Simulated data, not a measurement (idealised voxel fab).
Presented below is a process module, voxel capacitor over wiring.
Section shown: cut. Width: 295 nm. Cell size: 5 nm, square.
Cross-section format: a grid of square cells, given as bands from top to bottom; each band is one or more rows of cells. Heads up on the band format: heights come first, top then bottom, in nm. After that it's the materials left to right, each with its width in nm. A single material flagged "everywhere" fills the whole band edge to edge, and "air" means there's empty space there. Below 0: as-received wafer, all one material; heights counted from there. Lowest band: no bottom, goes on down, written "0..down". With a width like "30->40", each row of cells in the band differs from the next by the same amount, the top row carrying the first number and the bottom row the second. Reading "no alteration" for a step: not a cell of the cross-section changed in it. Closed empty spaces (no open way to the top) of 8 cells or more are what "Closed void list" lists, each as width x height at distance from the left edge, nm for all three. Formally, on a step line, whatever follows the settings is a remark that the simulator itself makes on the step. If you see "overlay nm" on a step's line and that step has a mask, it's telling you how far right of where it was planned the mask ended up; a negative number means it went left instead. In what follows, pairs of cross-sections are presented, each taken before and after one process step, with the after cross-section shown only down to the lowest band that was altered; the step, together with its settings, is stated below the pair. The pairs may stem from different runs of this module on the same starting wafer; accordingly, a pair should be taken as continuing from the one above it solely where its entry headed "Incoming structure" indicates as much.
### Incoming structure
90..75 = aC everywhere
75..70 = TiN everywhere
70..65 = Al2O3 everywhere
65..60 = TiN everywhere
60..40 = lowk 95 nm / Ru 15 nm / lowk 185 nm
40..35 = SiCN 95 nm / Ru 15 nm / SiCN 185 nm
35..30 = SiO2 80 nm / TiN 30 nm / SiO2 70 nm / TiN 30 nm / SiO2 85 nm
30..10 = W everywhere
10..0 = SiO2 everywhere
0..down = Si everywhere
Closed void list: none
### As Processed
120..90 = air 95 nm / resist 75 nm / air 125 nm
Anything lower than 90 is untouched.
Closed void list: none
The before and after cross-sections above are linked by PATTERN with tone cover, mask id UPPER_PLATE, material resist, width nm 75, thk nm 30, overlay nm 0
Incoming structure: The initial state for this step is given by the after cross-section of the immediately preceding pair.
### As Processed
105..90 = air 95 nm / resist 75 nm / air 125 nm
90..75 = air 95 nm / aC 75 nm / air 125 nm
Anything lower than 75 is untouched.
Closed void list: none
The before and after cross-sections above are linked by DIRECTIONAL_ETCH with etch materials aC, depth nm 15
Incoming structure: The initial state for this step is given by the after cross-section of the immediately preceding pair.
### As Processed
90..75 = air 95 nm / aC 75 nm / air 125 nm
Anything lower than 75 is untouched.
Closed void list: none
The before and after cross-sections above are linked by STRIP with etch materials resist
Incoming structure: The initial state for this step is given by the after cross-section of the immediately preceding pair.
### As Processed
90..75 = air 95 nm / aC 75 nm / air 125 nm
75..70 = air 95 nm / TiN 75 nm / air 125 nm
Anything lower than 70 is untouched.
Closed void list: none
The before and after cross-sections above are linked by DIRECTIONAL_ETCH with etch materials TiN, depth nm 5
Incoming structure: The initial state for this step is given by the after cross-section of the immediately preceding pair.
### As Processed
90..75 = air 95 nm / aC 75 nm / air 125 nm
75..70 = air 95 nm / TiN 75 nm / air 125 nm
70..65 = air 95 nm / Al2O3 75 nm / air 125 nm
Anything lower than 65 is untouched.
Closed void list: none
The before and after cross-sections above are linked by DIRECTIONAL_ETCH with etch materials Al2O3, depth nm 5
Incoming structure: The initial state for this step is given by the after cross-section of the immediately preceding pair.
### As Processed
75..70 = air 95 nm / TiN 75 nm / air 125 nm
Anything lower than 70 is untouched.
Closed void list: none
The before and after cross-sections above are linked by STRIP with etch materials aC
Incoming structure: The initial state for this step is given by the after cross-section of the immediately preceding pair.
### As Processed
85..75 = air 95 nm / aC 75 nm / air 125 nm
75..70 = aC 95 nm / TiN 75 nm / aC 125 nm
70..65 = aC 95 nm / Al2O3 75 nm / aC 125 nm
Anything lower than 65 is untouched.
Closed void list: none
The before and after cross-sections above are linked by DIRECTIONAL_DEP with material aC, thk nm 10
Incoming structure: The initial state for this step is given by the after cross-section of the immediately preceding pair.
### As Processed
115..85 = air 90 nm / resist 85 nm / air 120 nm
85..75 = air 90 nm / resist 5 nm / aC 75 nm / resist 5 nm / air 120 nm
Anything lower than 75 is untouched.
Closed void list: none
The before and after cross-sections above are linked by PATTERN with tone cover, mask id LOWER_PLATE, material resist, width nm 85, thk nm 30, overlay nm 0
Incoming structure: The initial state for this step is given by the after cross-section of the immediately preceding pair.
### As Processed
105..85 = air 90 nm / resist 85 nm / air 120 nm
85..75 = air 90 nm / resist 5 nm / aC 75 nm / resist 5 nm / air 120 nm
75..70 = air 90 nm / aC 5 nm / TiN 75 nm / aC 5 nm / air 120 nm
70..65 = air 90 nm / aC 5 nm / Al2O3 75 nm / aC 5 nm / air 120 nm
Anything lower than 65 is untouched.
Closed void list: none
The before and after cross-sections above are linked by DIRECTIONAL_ETCH with etch materials aC, depth nm 10
Incoming structure: The initial state for this step is given by the after cross-section of the immediately preceding pair.
### As Processed
85..75 = air 95 nm / aC 75 nm / air 125 nm
Anything lower than 75 is untouched.
Closed void list: none
The before and after cross-sections above are linked by STRIP with etch materials resist
Incoming structure: The initial state for this step is given by the after cross-section of the immediately preceding pair.
### As Processed
85..75 = air 95 nm / aC 75 nm / air 125 nm
75..70 = air 90 nm / aC 5 nm / TiN 75 nm / aC 5 nm / air 120 nm
70..65 = air 90 nm / aC 5 nm / Al2O3 75 nm / aC 5 nm / air 120 nm
65..60 = air 90 nm / TiN 85 nm / air 120 nm
Anything lower than 60 is untouched.
Closed void list: none
The before and after cross-sections above are linked by DIRECTIONAL_ETCH with etch materials TiN, depth nm 5
Incoming structure: The initial state for this step is given by the after cross-section of the immediately preceding pair.
### As Processed
75..70 = air 95 nm / TiN 75 nm / air 125 nm
70..65 = air 95 nm / Al2O3 75 nm / air 125 nm
Anything lower than 65 is untouched.
Closed void list: none
The before and after cross-sections above are linked by STRIP with etch materials aC
Incoming structure: The initial state for this step is given by the after cross-section of the immediately preceding pair.
### As Processed
95..75 = SiO2 everywhere
75..70 = SiO2 95 nm / TiN 75 nm / SiO2 125 nm
70..65 = SiO2 95 nm / Al2O3 75 nm / SiO2 125 nm
65..60 = SiO2 90 nm / TiN 85 nm / SiO2 120 nm
Anything lower than 60 is untouched.
Closed void list: none
The before and after cross-sections above are linked by FILL_DEP with material SiO2, thk nm 20
Incoming structure: The initial state for this step is given by the after cross-section of the immediately preceding pair.
### As Processed
90..75 = SiO2 everywhere
Anything lower than 75 is untouched.
Closed void list: none
The before and after cross-sections above are linked by CMP with height nm 90
Incoming structure: The initial state for this step is given by the after cross-section of the immediately preceding pair.
### As Processed
105..90 = resist 105 nm / air 15 nm / resist 175 nm
Anything lower than 90 is untouched.
Closed void list: none
The before and after cross-sections above are linked by PATTERN with tone open, mask id PLUG_2, material resist, width nm 15, thk nm 15, overlay nm 0
Incoming structure: The initial state for this step is given by the after cross-section of the immediately preceding pair.
### As Processed
105..90 = resist 105 nm / air 15 nm / resist 175 nm
90..75 = SiO2 105 nm / air 15 nm / SiO2 175 nm
Anything lower than 75 is untouched.
Closed void list: none
The before and after cross-sections above are linked by DIRECTIONAL_ETCH with etch materials SiO2, depth nm 15
Incoming structure: The initial state for this step is given by the after cross-section of the immediately preceding pair.
### As Processed
90..75 = SiO2 105 nm / air 15 nm / SiO2 175 nm
Anything lower than 75 is untouched.
Closed void list: none
The before and after cross-sections above are linked by STRIP with etch materials resist
Incoming structure: The initial state for this step is given by the after cross-section of the immediately preceding pair.
### As Processed
95..90 = TiN 110 nm / air 5 nm / TiN 180 nm
90..80 = SiO2 105 nm / TiN 5 nm / air 5 nm / TiN 5 nm / SiO2 175 nm
80..70 = SiO2 105->95 nm / TiN 15->75 nm / SiO2 175->125 nm
Anything lower than 70 is untouched.
Closed void list: none
The before and after cross-sections above are linked by CONFORMAL_DEP with material TiN, thk nm 5
Incoming structure: The initial state for this step is given by the after cross-section of the immediately preceding pair.
### As Processed
105..95 = Ru everywhere
95..90 = TiN 110 nm / Ru 5 nm / TiN 180 nm
90..80 = SiO2 105 nm / TiN 5 nm / Ru 5 nm / TiN 5 nm / SiO2 175 nm
Anything lower than 80 is untouched.
Closed void list: none
The before and after cross-sections above are linked by FILL_DEP with material Ru, thk nm 10
Incoming structure: The initial state for this step is given by the after cross-section of the immediately preceding pair.
### As Processed
90..80 = SiO2 105 nm / TiN 5 nm / Ru 5 nm / TiN 5 nm / SiO2 175 nm
Anything lower than 80 is untouched.
Closed void list: none
The before and after cross-sections above are linked by CMP with height nm 90
Incoming structure: The initial state for this step is given by the after cross-section of the immediately preceding pair.
### As Processed
95..90 = SiCN everywhere
Anything lower than 90 is untouched.
Closed void list: none
The before and after cross-sections above are linked by CONFORMAL_DEP with material SiCN, thk nm 5
### Incoming structure
35..15 = SiO2 80 nm / W 30 nm / SiO2 70 nm / W 30 nm / SiO2 85 nm
15..10 = SiO2 80 nm / TiN 30 nm / SiO2 70 nm / TiN 30 nm / SiO2 85 nm
10..0 = SiO2 everywhere
0..down = Si everywhere
Closed void list: none
### As Processed
50..35 = SiCN everywhere
Anything lower than 35 is untouched.
Closed void list: none
The before and after cross-sections above are linked by CONFORMAL_DEP with material SiCN, thk nm 15
Incoming structure: The initial state for this step is given by the after cross-section of the immediately preceding pair.
### As Processed
70..50 = lowk everywhere
Anything lower than 50 is untouched.
Closed void list: none
The before and after cross-sections above are linked by DIRECTIONAL_DEP with material lowk, thk nm 20
Incoming structure: The initial state for this step is given by the after cross-section of the immediately preceding pair.
### As Processed
70..50 = lowk 95 nm / air 15 nm / lowk 185 nm
Anything lower than 50 is untouched.
Closed void list: none
The before and after cross-sections above are linked by MASKED_ETCH with tone open, mask id PLUG_1, width nm 15, etch materials lowk, depth nm 20, overlay nm 0
Incoming structure: The initial state for this step is given by the after cross-section of the immediately preceding pair.
### As Processed
70..50 = lowk 95 nm / air 15 nm / lowk 185 nm
50..45 = SiCN 95 nm / air 15 nm / SiCN 185 nm
Anything lower than 45 is untouched.
Closed void list: none
The before and after cross-sections above are linked by MASKED_ETCH with tone open, mask id PLUG_1, width nm 15, etch materials SiCN, depth nm 5, overlay nm 0
Incoming structure: The initial state for this step is given by the after cross-section of the immediately preceding pair.
### As Processed
75..70 = TiN 95 nm / air 15 nm / TiN 185 nm
70..50 = lowk 95 nm / air 15 nm / lowk 185 nm
50..45 = SiCN 95 nm / TiN 15 nm / SiCN 185 nm
Anything lower than 45 is untouched.
Closed void list: none
The before and after cross-sections above are linked by DIRECTIONAL_DEP with material TiN, thk nm 5
Incoming structure: The initial state for this step is given by the after cross-section of the immediately preceding pair.
### As Processed
80..75 = Al2O3 95 nm / air 15 nm / Al2O3 185 nm
75..70 = TiN 95 nm / air 15 nm / TiN 185 nm
70..55 = lowk 95 nm / air 15 nm / lowk 185 nm
55..50 = lowk 95 nm / Al2O3 15 nm / lowk 185 nm
Anything lower than 50 is untouched.
Closed void list: none
The before and after cross-sections above are linked by DIRECTIONAL_DEP with material Al2O3, thk nm 5
Incoming structure: The initial state for this step is given by the after cross-section of the immediately preceding pair.
### As Processed
85..80 = TiN 95 nm / air 15 nm / TiN 185 nm
80..75 = Al2O3 95 nm / air 15 nm / Al2O3 185 nm
75..70 = TiN 95 nm / air 15 nm / TiN 185 nm
70..60 = lowk 95 nm / air 15 nm / lowk 185 nm
60..55 = lowk 95 nm / TiN 15 nm / lowk 185 nm
Anything lower than 55 is untouched.
Closed void list: none
The before and after cross-sections above are linked by DIRECTIONAL_DEP with material TiN, thk nm 5
Incoming structure: The initial state for this step is given by the after cross-section of the immediately preceding pair.
### As Processed
100..85 = aC 95 nm / air 15 nm / aC 185 nm
85..80 = TiN 95 nm / air 15 nm / TiN 185 nm
80..75 = Al2O3 95 nm / air 15 nm / Al2O3 185 nm
75..70 = TiN 95 nm / aC 15 nm / TiN 185 nm
70..60 = lowk 95 nm / aC 15 nm / lowk 185 nm
Anything lower than 60 is untouched.
Closed void list: none
The before and after cross-sections above are linked by DIRECTIONAL_DEP with material aC, thk nm 15
Incoming structure: The initial state for this step is given by the after cross-section of the immediately preceding pair.
### As Processed
130..100 = air 95 nm / resist 75 nm / air 125 nm
100..85 = aC 95 nm / resist 15 nm / aC 185 nm
85..80 = TiN 95 nm / resist 15 nm / TiN 185 nm
80..75 = Al2O3 95 nm / resist 15 nm / Al2O3 185 nm
Anything lower than 75 is untouched.
Closed void list: none
The before and after cross-sections above are linked by PATTERN with tone cover, mask id UPPER_PLATE, material resist, width nm 75, thk nm 30, overlay nm 0
Incoming structure: The initial state for this step is given by the after cross-section of the immediately preceding pair.
### As Processed
115..100 = air 95 nm / resist 75 nm / air 125 nm
100..85 = air 95 nm / resist 15 nm / aC 60 nm / air 125 nm
Anything lower than 85 is untouched.
Closed void list: none
The before and after cross-sections above are linked by DIRECTIONAL_ETCH with etch materials aC, depth nm 15
Incoming structure: The initial state for this step is given by the after cross-section of the immediately preceding pair.
### As Processed
100..85 = air 110 nm / aC 60 nm / air 125 nm
85..80 = TiN 95 nm / air 15 nm / TiN 185 nm
80..75 = Al2O3 95 nm / air 15 nm / Al2O3 185 nm
Anything lower than 75 is untouched.
Closed void list: none
The before and after cross-sections above are linked by STRIP with etch materials resist
Incoming structure: The initial state for this step is given by the after cross-section of the immediately preceding pair.
### As Processed
100..85 = air 110 nm / aC 60 nm / air 125 nm
85..80 = air 110 nm / TiN 60 nm / air 125 nm
Anything lower than 80 is untouched.
Closed void list: none
The before and after cross-sections above are linked by DIRECTIONAL_ETCH with etch materials TiN, depth nm 5
Incoming structure: The initial state for this step is given by the after cross-section of the immediately preceding pair.
### As Processed
100..85 = air 110 nm / aC 60 nm / air 125 nm
85..80 = air 110 nm / TiN 60 nm / air 125 nm
80..75 = air 110 nm / Al2O3 60 nm / air 125 nm
Anything lower than 75 is untouched.
Closed void list: none
The before and after cross-sections above are linked by DIRECTIONAL_ETCH with etch materials Al2O3, depth nm 5
Incoming structure: The initial state for this step is given by the after cross-section of the immediately preceding pair.
### As Processed
85..80 = air 110 nm / TiN 60 nm / air 125 nm
80..75 = air 110 nm / Al2O3 60 nm / air 125 nm
75..70 = TiN 95 nm / air 15 nm / TiN 185 nm
70..60 = lowk 95 nm / air 15 nm / lowk 185 nm
Anything lower than 60 is untouched.
Closed void list: none
The before and after cross-sections above are linked by STRIP with etch materials aC
Incoming structure: The initial state for this step is given by the after cross-section of the immediately preceding pair.
### As Processed
95..85 = air 110 nm / aC 60 nm / air 125 nm
85..80 = aC 95 nm / air 15 nm / TiN 60 nm / aC 125 nm
80..75 = aC 95 nm / air 15 nm / Al2O3 60 nm / aC 125 nm
75..70 = TiN 95 nm / air 15 nm / TiN 185 nm
70..60 = lowk 95 nm / aC 15 nm / lowk 185 nm
Anything lower than 60 is untouched.
Closed void list: none
The before and after cross-sections above are linked by DIRECTIONAL_DEP with material aC, thk nm 10
Incoming structure: The initial state for this step is given by the after cross-section of the immediately preceding pair.
### As Processed
125..95 = air 90 nm / resist 85 nm / air 120 nm
95..85 = air 90 nm / resist 20 nm / aC 60 nm / resist 5 nm / air 120 nm
85..80 = aC 95 nm / resist 15 nm / TiN 60 nm / aC 125 nm
80..75 = aC 95 nm / resist 15 nm / Al2O3 60 nm / aC 125 nm
75..70 = TiN 95 nm / resist 15 nm / TiN 185 nm
Anything lower than 70 is untouched.
Closed void list: none
The before and after cross-sections above are linked by PATTERN with tone cover, mask id LOWER_PLATE, material resist, width nm 85, thk nm 30, overlay nm 0
Incoming structure: The initial state for this step is given by the after cross-section of the immediately preceding pair.
### As Processed
115..95 = air 90 nm / resist 85 nm / air 120 nm
95..85 = air 90 nm / resist 20 nm / aC 60 nm / resist 5 nm / air 120 nm
85..80 = air 90 nm / aC 5 nm / resist 15 nm / TiN 60 nm / aC 5 nm / air 120 nm
80..75 = air 90 nm / aC 5 nm / resist 15 nm / Al2O3 60 nm / aC 5 nm / air 120 nm
Anything lower than 75 is untouched.
Closed void list: none
The before and after cross-sections above are linked by DIRECTIONAL_ETCH with etch materials aC, depth nm 10
Incoming structure: The initial state for this step is given by the after cross-section of the immediately preceding pair.
### As Processed
95..85 = air 110 nm / aC 60 nm / air 125 nm
85..80 = air 90 nm / aC 5 nm / air 15 nm / TiN 60 nm / aC 5 nm / air 120 nm
80..75 = air 90 nm / aC 5 nm / air 15 nm / Al2O3 60 nm / aC 5 nm / air 120 nm
75..70 = TiN 95 nm / air 15 nm / TiN 185 nm
Anything lower than 70 is untouched.
Closed void list: none
The before and after cross-sections above are linked by STRIP with etch materials resist
Incoming structure: The initial state for this step is given by the after cross-section of the immediately preceding pair.
### As Processed
95..85 = air 110 nm / aC 60 nm / air 125 nm
85..80 = air 90 nm / aC 5 nm / air 15 nm / TiN 60 nm / aC 5 nm / air 120 nm
80..75 = air 90 nm / aC 5 nm / air 15 nm / Al2O3 60 nm / aC 5 nm / air 120 nm
75..70 = air 90 nm / TiN 5 nm / air 15 nm / TiN 65 nm / air 120 nm
Anything lower than 70 is untouched.
Closed void list: none
The before and after cross-sections above are linked by DIRECTIONAL_ETCH with etch materials TiN, depth nm 5
Incoming structure: The initial state for this step is given by the after cross-section of the immediately preceding pair.
### As Processed
85..80 = air 110 nm / TiN 60 nm / air 125 nm
80..75 = air 110 nm / Al2O3 60 nm / air 125 nm
75..70 = air 90 nm / TiN 5 nm / air 15 nm / TiN 65 nm / air 120 nm
70..60 = lowk 95 nm / air 15 nm / lowk 185 nm
Anything lower than 60 is untouched.
Closed void list: none
The before and after cross-sections above are linked by STRIP with etch materials aC
Incoming structure: The initial state for this step is given by the after cross-section of the immediately preceding pair.
### As Processed
105..85 = SiO2 everywhere
85..80 = SiO2 110 nm / TiN 60 nm / SiO2 125 nm
80..75 = SiO2 110 nm / Al2O3 60 nm / SiO2 125 nm
75..70 = SiO2 90 nm / TiN 5 nm / SiO2 15 nm / TiN 65 nm / SiO2 120 nm
70..60 = lowk 95 nm / SiO2 15 nm / lowk 185 nm
Anything lower than 60 is untouched.
Closed void list: none
The before and after cross-sections above are linked by FILL_DEP with material SiO2, thk nm 20
Incoming structure: The initial state for this step is given by the after cross-section of the immediately preceding pair.
### As Processed
90..85 = SiO2 everywhere
Anything lower than 85 is untouched.
Closed void list: none
The before and after cross-sections above are linked by CMP with height nm 90
Incoming structure: The initial state for this step is given by the after cross-section of the immediately preceding pair.
### As Processed
105..90 = resist 105 nm / air 15 nm / resist 175 nm
Anything lower than 90 is untouched.
Closed void list: none
The before and after cross-sections above are linked by PATTERN with tone open, mask id PLUG_2, material resist, width nm 15, thk nm 15, overlay nm 0
Incoming structure: The initial state for this step is given by the after cross-section of the immediately preceding pair.
### As Processed
105..90 = resist 105 nm / air 15 nm / resist 175 nm
90..85 = SiO2 105 nm / air 15 nm / SiO2 175 nm
85..80 = SiO2 105 nm / air 5 nm / TiN 60 nm / SiO2 125 nm
80..75 = SiO2 105 nm / air 5 nm / Al2O3 60 nm / SiO2 125 nm
Anything lower than 75 is untouched.
Closed void list: none
The before and after cross-sections above are linked by DIRECTIONAL_ETCH with etch materials SiO2, depth nm 15
Incoming structure: The initial state for this step is given by the after cross-section of the immediately preceding pair.
### As Processed
90..85 = SiO2 105 nm / air 15 nm / SiO2 175 nm
Anything lower than 85 is untouched.
Closed void list: none
The before and after cross-sections above are linked by STRIP with etch materials resist
Incoming structure: The initial state for this step is given by the after cross-section of the immediately preceding pair.
### As Processed
95..90 = TiN 110 nm / air 5 nm / TiN 180 nm
90..80 = SiO2 105 nm / TiN 15->65 nm / SiO2 175->125 nm
80..75 = SiO2 105 nm / TiN 5 nm / Al2O3 60 nm / SiO2 125 nm
Anything lower than 75 is untouched.
Closed void list: none
The before and after cross-sections above are linked by CONFORMAL_DEP with material TiN, thk nm 5
Incoming structure: The initial state for this step is given by the after cross-section of the immediately preceding pair.
### As Processed
105..95 = Ru everywhere
95..90 = TiN 110 nm / Ru 5 nm / TiN 180 nm
Anything lower than 90 is untouched.
Closed void list: none
The before and after cross-sections above are linked by FILL_DEP with material Ru, thk nm 10
Incoming structure: The initial state for this step is given by the after cross-section of the immediately preceding pair.
### As Processed
90..80 = SiO2 105 nm / TiN 15->65 nm / SiO2 175->125 nm
Anything lower than 80 is untouched.
Closed void list: none
The before and after cross-sections above are linked by CMP with height nm 90
Incoming structure: The initial state for this step is given by the after cross-section of the immediately preceding pair.
### As Processed
95..90 = SiCN everywhere
Anything lower than 90 is untouched.
Closed void list: none
The before and after cross-sections above are linked by CONFORMAL_DEP with material SiCN, thk nm 5
### Incoming structure
90..75 = aC everywhere
75..70 = TiN everywhere
70..65 = Al2O3 everywhere
65..60 = TiN everywhere
60..40 = lowk 95 nm / Ru 15 nm / lowk 185 nm
40..35 = SiCN 95 nm / Ru 15 nm / SiCN 185 nm
35..15 = SiO2 80 nm / W 30 nm / SiO2 70 nm / W 30 nm / SiO2 85 nm
15..10 = SiO2 80 nm / TiN 30 nm / SiO2 70 nm / TiN 30 nm / SiO2 85 nm
10..0 = SiO2 everywhere
0..down = Si everywhere
Closed void list: none
### As Processed
120..90 = air 100 nm / resist 65 nm / air 130 nm
Anything lower than 90 is untouched.
Closed void list: none
The before and after cross-sections above are linked by PATTERN with tone cover, mask id UPPER_PLATE, material resist, width nm 65, thk nm 30, overlay nm 0
Incoming structure: The initial state for this step is given by the after cross-section of the immediately preceding pair.
### As Processed
105..90 = air 100 nm / resist 65 nm / air 130 nm
90..75 = air 100 nm / aC 65 nm / air 130 nm
Anything lower than 75 is untouched.
Closed void list: none
The before and after cross-sections above are linked by DIRECTIONAL_ETCH with etch materials aC, depth nm 15
Incoming structure: The initial state for this step is given by the after cross-section of the immediately preceding pair.
### As Processed
90..75 = air 100 nm / aC 65 nm / air 130 nm
Anything lower than 75 is untouched.
Closed void list: none
The before and after cross-sections above are linked by STRIP with etch materials resist
Incoming structure: The initial state for this step is given by the after cross-section of the immediately preceding pair.
### As Processed
90..75 = air 100 nm / aC 65 nm / air 130 nm
75..70 = air 100 nm / TiN 65 nm / air 130 nm
Anything lower than 70 is untouched.
Closed void list: none
The before and after cross-sections above are linked by DIRECTIONAL_ETCH with etch materials TiN, depth nm 5
Incoming structure: The initial state for this step is given by the after cross-section of the immediately preceding pair.
### As Processed
90..75 = air 100 nm / aC 65 nm / air 130 nm
75..70 = air 100 nm / TiN 65 nm / air 130 nm
70..65 = air 100 nm / Al2O3 65 nm / air 130 nm
Anything lower than 65 is untouched.
Closed void list: none
The before and after cross-sections above are linked by DIRECTIONAL_ETCH with etch materials Al2O3, depth nm 5
Incoming structure: The initial state for this step is given by the after cross-section of the immediately preceding pair.
### As Processed
75..70 = air 100 nm / TiN 65 nm / air 130 nm
Anything lower than 70 is untouched.
Closed void list: none
The before and after cross-sections above are linked by STRIP with etch materials aC
Incoming structure: The initial state for this step is given by the after cross-section of the immediately preceding pair.
### As Processed
85..75 = air 100 nm / aC 65 nm / air 130 nm
75..70 = aC 100 nm / TiN 65 nm / aC 130 nm
70..65 = aC 100 nm / Al2O3 65 nm / aC 130 nm
Anything lower than 65 is untouched.
Closed void list: none
The before and after cross-sections above are linked by DIRECTIONAL_DEP with material aC, thk nm 10
Incoming structure: The initial state for this step is given by the after cross-section of the immediately preceding pair.
### As Processed
115..85 = air 90 nm / resist 85 nm / air 120 nm
85..75 = air 90 nm / resist 10 nm / aC 65 nm / resist 10 nm / air 120 nm
Anything lower than 75 is untouched.
Closed void list: none
The before and after cross-sections above are linked by PATTERN with tone cover, mask id LOWER_PLATE, material resist, width nm 85, thk nm 30, overlay nm 0
Incoming structure: The initial state for this step is given by the after cross-section of the immediately preceding pair.
### As Processed
105..85 = air 90 nm / resist 85 nm / air 120 nm
85..75 = air 90 nm / resist 10 nm / aC 65 nm / resist 10 nm / air 120 nm
75..70 = air 90 nm / aC 10 nm / TiN 65 nm / aC 10 nm / air 120 nm
70..65 = air 90 nm / aC 10 nm / Al2O3 65 nm / aC 10 nm / air 120 nm
Anything lower than 65 is untouched.
Closed void list: none
The before and after cross-sections above are linked by DIRECTIONAL_ETCH with etch materials aC, depth nm 10
Incoming structure: The initial state for this step is given by the after cross-section of the immediately preceding pair.
### As Processed
85..75 = air 100 nm / aC 65 nm / air 130 nm
Anything lower than 75 is untouched.
Closed void list: none
The before and after cross-sections above are linked by STRIP with etch materials resist
Incoming structure: The initial state for this step is given by the after cross-section of the immediately preceding pair.
### As Processed
85..75 = air 100 nm / aC 65 nm / air 130 nm
75..70 = air 90 nm / aC 10 nm / TiN 65 nm / aC 10 nm / air 120 nm
70..65 = air 90 nm / aC 10 nm / Al2O3 65 nm / aC 10 nm / air 120 nm
65..60 = air 90 nm / TiN 85 nm / air 120 nm
Anything lower than 60 is untouched.
Closed void list: none
The before and after cross-sections above are linked by DIRECTIONAL_ETCH with etch materials TiN, depth nm 5
Incoming structure: The initial state for this step is given by the after cross-section of the immediately preceding pair.
### As Processed
75..70 = air 100 nm / TiN 65 nm / air 130 nm
70..65 = air 100 nm / Al2O3 65 nm / air 130 nm
Anything lower than 65 is untouched.
Closed void list: none
The before and after cross-sections above are linked by STRIP with etch materials aC
Incoming structure: The initial state for this step is given by the after cross-section of the immediately preceding pair.
### As Processed
95..75 = SiO2 everywhere
75..70 = SiO2 100 nm / TiN 65 nm / SiO2 130 nm
70..65 = SiO2 100 nm / Al2O3 65 nm / SiO2 130 nm
65..60 = SiO2 90 nm / TiN 85 nm / SiO2 120 nm
Anything lower than 60 is untouched.
Closed void list: none
The before and after cross-sections above are linked by FILL_DEP with material SiO2, thk nm 20
Incoming structure: The initial state for this step is given by the after cross-section of the immediately preceding pair.
### As Processed
90..75 = SiO2 everywhere
Anything lower than 75 is untouched.
Closed void list: none
The before and after cross-sections above are linked by CMP with height nm 90
Incoming structure: The initial state for this step is given by the after cross-section of the immediately preceding pair.
### As Processed
105..90 = resist 105 nm / air 15 nm / resist 175 nm
Anything lower than 90 is untouched.
Closed void list: none
The before and after cross-sections above are linked by PATTERN with tone open, mask id PLUG_2, material resist, width nm 15, thk nm 15, overlay nm 0
Incoming structure: The initial state for this step is given by the after cross-section of the immediately preceding pair.
### As Processed
105..90 = resist 105 nm / air 15 nm / resist 175 nm
90..75 = SiO2 105 nm / air 15 nm / SiO2 175 nm
Anything lower than 75 is untouched.
Closed void list: none
The before and after cross-sections above are linked by DIRECTIONAL_ETCH with etch materials SiO2, depth nm 15
Incoming structure: The initial state for this step is given by the after cross-section of the immediately preceding pair.
### As Processed
90..75 = SiO2 105 nm / air 15 nm / SiO2 175 nm
Anything lower than 75 is untouched.
Closed void list: none
The before and after cross-sections above are linked by STRIP with etch materials resist
Incoming structure: The initial state for this step is given by the after cross-section of the immediately preceding pair.
### As Processed
95..90 = TiN 110 nm / air 5 nm / TiN 180 nm
90..80 = SiO2 105 nm / TiN 5 nm / air 5 nm / TiN 5 nm / SiO2 175 nm
80..70 = SiO2 105->100 nm / TiN 15->65 nm / SiO2 175->130 nm
Anything lower than 70 is untouched.
Closed void list: none
The before and after cross-sections above are linked by CONFORMAL_DEP with material TiN, thk nm 5
Incoming structure: The initial state for this step is given by the after cross-section of the immediately preceding pair.
### As Processed
105..95 = Ru everywhere
95..90 = TiN 110 nm / Ru 5 nm / TiN 180 nm
90..80 = SiO2 105 nm / TiN 5 nm / Ru 5 nm / TiN 5 nm / SiO2 175 nm
Anything lower than 80 is untouched.
Closed void list: none
The before and after cross-sections above are linked by FILL_DEP with material Ru, thk nm 10
Incoming structure: The initial state for this step is given by the after cross-section of the immediately preceding pair.
### As Processed
90..80 = SiO2 105 nm / TiN 5 nm / Ru 5 nm / TiN 5 nm / SiO2 175 nm
Anything lower than 80 is untouched.
Closed void list: none
The before and after cross-sections above are linked by CMP with height nm 90
Incoming structure: The initial state for this step is given by the after cross-section of the immediately preceding pair.
### As Processed
95..90 = SiCN everywhere
Anything lower than 90 is untouched.
Closed void list: none
The before and after cross-sections above are linked by CONFORMAL_DEP with material SiCN, thk nm 5
### Incoming structure
35..15 = W everywhere
15..10 = TiN everywhere
10..0 = SiO2 everywhere
0..down = Si everywhere
Closed void list: none
### As Processed
35..15 = air 90 nm / W 30 nm / air 70 nm / W 30 nm / air 75 nm
Anything lower than 15 is untouched.
Closed void list: none
The before and after cross-sections above are linked by MASKED_ETCH with tone cover, mask id METAL_1, width nm 30, pitch nm 100, etch materials W, depth nm 20, overlay nm 10
Incoming structure: The initial state for this step is given by the after cross-section of the immediately preceding pair.
### As Processed
35..15 = air 90 nm / W 30 nm / air 70 nm / W 30 nm / air 75 nm
15..10 = air 80 nm / TiN 40 nm / air 60 nm / TiN 40 nm / air 75 nm
Anything lower than 10 is untouched.
Closed void list: none
The before and after cross-sections above are linked by MASKED_ETCH with tone cover, mask id METAL_1, width nm 30, pitch nm 100, etch materials TiN, depth nm 5, overlay nm 0
Incoming structure: The initial state for this step is given by the after cross-section of the immediately preceding pair.
### As Processed
40..35 = SiO2 everywhere
35..15 = SiO2 90 nm / W 30 nm / SiO2 70 nm / W 30 nm / SiO2 75 nm
15..10 = SiO2 80 nm / TiN 40 nm / SiO2 60 nm / TiN 40 nm / SiO2 75 nm
Anything lower than 10 is untouched.
Closed void list: none
The before and after cross-sections above are linked by FILL_DEP with material SiO2, thk nm 5
Incoming structure: The initial state for this step is given by the after cross-section of the immediately preceding pair.
### As Processed
35..15 = SiO2 90 nm / W 30 nm / SiO2 70 nm / W 30 nm / SiO2 75 nm
Anything lower than 15 is untouched.
Closed void list: none
The before and after cross-sections above are linked by CMP with height nm 35
Incoming structure: The initial state for this step is given by the after cross-section of the immediately preceding pair.
### As Processed
40..35 = SiCN everywhere
Anything lower than 35 is untouched.
Closed void list: none
The before and after cross-sections above are linked by CONFORMAL_DEP with material SiCN, thk nm 5
Incoming structure: The initial state for this step is given by the after cross-section of the immediately preceding pair.
### As Processed
60..40 = lowk everywhere
Anything lower than 40 is untouched.
Closed void list: none
The before and after cross-sections above are linked by DIRECTIONAL_DEP with material lowk, thk nm 20
Incoming structure: The initial state for this step is given by the after cross-section of the immediately preceding pair.
### As Processed
60..40 = lowk 95 nm / air 15 nm / lowk 185 nm
Anything lower than 40 is untouched.
Closed void list: none
The before and after cross-sections above are linked by MASKED_ETCH with tone open, mask id PLUG_1, width nm 15, etch materials lowk, depth nm 20, overlay nm 0
